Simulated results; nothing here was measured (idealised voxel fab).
The following process module bears the name voxel transistor to metal.
Section cut is 190 nm wide and gridded with 5 nm square cells.
Notation: cross-section as square-cell grid; stated in bands, top first, going down; one or more cell rows per band. In this notation a band is specified by the heights of its top and bottom, in that order and in nm, after which its materials appear from left to right, each paired with its width in nm. The word "throughout" attached to a single material means that material fills the band from edge to edge; the word "blank" stands for empty space. A quick word on heights: they are counted from 0, and under that level the wafer as it came to us is one material throughout. The lowest band is different from the rest in having no bottom; it simply continues downward, written as in "z 0 and below". Width spec "30 to 40" -> top row of cells at first value, bottom row at second value, equal per-row change in between. A step reported as "nothing got changed" is a step in which no cell of the cross-section changed. "Voids, fully enclosed" lists enclosed empty spaces (at least 8 cells, no open path upward to the top), each as width x height at distance from the left edge, in nm. If you see something after the settings on a step's line, that's the simulator's own remark about that step. "overlay nm" on a masked step: distance the mask lay right of its planned place, negative for left.
## Here's what the planned process steps look like
1. RECEIVE with material Si
2. OXIDIZE with depth nm 5
3. CONFORMAL_DEP with material SiN, thk nm 15
4. DIRECTIONAL_DEP with material aC, thk nm 10
5. PATTERN with tone cover, mask id ACTIVE, material resist, width nm 110, thk nm 30, overlay nm 0
6. DIRECTIONAL_ETCH with etch materials aC, depth nm 10
7. STRIP with etch materials resist
8. DIRECTIONAL_ETCH with etch materials SiN, depth nm 15
9. DIRECTIONAL_ETCH with etch materials SiO2, depth nm 5
10. DIRECTIONAL_ETCH with etch materials Si, depth nm 25
11. STRIP with etch materials aC
12. OXIDIZE with depth nm 5
13. FILL_DEP with material SiO2, thk nm 10
14. CMP with height nm 15
15. SELECTIVE_ETCH with etch materials SiO2, depth nm 10
16. STRIP with etch materials SiN
17. SELECTIVE_ETCH with etch materials SiO2, depth nm 5
18. OXIDIZE with depth nm 5
19. DIRECTIONAL_DEP with material polySi, thk nm 20
20. DIRECTIONAL_DEP with material SiCN, thk nm 15
21. PATTERN with tone cover, mask id GATE, material resist, width nm 20, thk nm 15, overlay nm 0
22. DIRECTIONAL_ETCH with etch materials SiCN, depth nm 25
23. DIRECTIONAL_ETCH with etch materials polySi, depth nm 30
24. STRIP with etch materials resist
25. CONFORMAL_DEP with material SiN, thk nm 5
26. DIRECTIONAL_ETCH with etch materials SiN, depth nm 5
27. DIRECTIONAL_ETCH with etch materials SiO2, depth nm 5
28. EPI with material pSi, thk nm 5
29. FILL_DEP with material SiO2, thk nm 10
30. CMP with height nm 30
31. DIRECTIONAL_DEP with material SiO2, thk nm 15
32. DIRECTIONAL_DEP with material aC, thk nm 15
33. PATTERN with tone open, mask id CONTACT, material resist, width nm 35, pitch nm 65, thk nm 35, overlay nm 0
34. DIRECTIONAL_ETCH with etch materials aC, depth nm 15
35. STRIP with etch materials resist
36. DIRECTIONAL_ETCH with etch materials SiO2, depth nm 50
37. STRIP with etch materials aC
38. CONFORMAL_DEP with material TiN, thk nm 5
39. FILL_DEP with material Ru, thk nm 10
40. CMP with height nm 45
41. CONFORMAL_DEP with material SiCN, thk nm 5
42. DIRECTIONAL_DEP with material lowk, thk nm 25
43. DIRECTIONAL_DEP with material aC, thk nm 10
44. PATTERN with tone open, mask id METAL_1, material resist, width nm 20, pitch nm 80, thk nm 25, overlay nm 0
45. DIRECTIONAL_ETCH with etch materials aC, depth nm 10
46. STRIP with etch materials resist
47. DIRECTIONAL_ETCH with etch materials lowk, depth nm 25
48. DIRECTIONAL_ETCH with etch materials SiCN, depth nm 5
49. STRIP with etch materials aC
50. CONFORMAL_DEP with material TiN, thk nm 5
51. FILL_DEP with material Cu, thk nm 5
52. CMP with height nm 75
53. CONFORMAL_DEP with material SiCN, thk nm 5
The plan's step 38 thk nm is the first wafer's value; the wafers differ in this setting and start identical.
## Cross-section: the first of several wafers in its as-received state, i.e. following step 1
* z 0 and below  Si throughout
* Voids, fully enclosed: none
## Per wafer (row), end of module: delta in cells per material since receipt, (+) for gained, (-) for lost; closed voids after that
thk nm 5, +20 Cu, +90 Ru, -166 Si, +80 SiCN, +16 SiN, +308 SiO2, +78 TiN, +150 lowk, +16 pSi, +16 polySi, Voids, fully enclosed: none
thk nm 10, +20 Cu, +48 Ru, -166 Si, +80 SiCN, +16 SiN, +308 SiO2, +120 TiN, +150 lowk, +16 pSi, +16 polySi, Voids, fully enclosed: none
thk nm 15, +20 Cu, +14 Ru, -166 Si, +80 SiCN, +16 SiN, +308 SiO2, +154 TiN, +150 lowk, +16 pSi, +16 polySi, Voids, fully enclosed: none
thk nm 20, +20 Cu, -166 Si, +80 SiCN, +16 SiN, +308 SiO2, +168 TiN, +150 lowk, +16 pSi, +16 polySi, Voids, fully enclosed: none
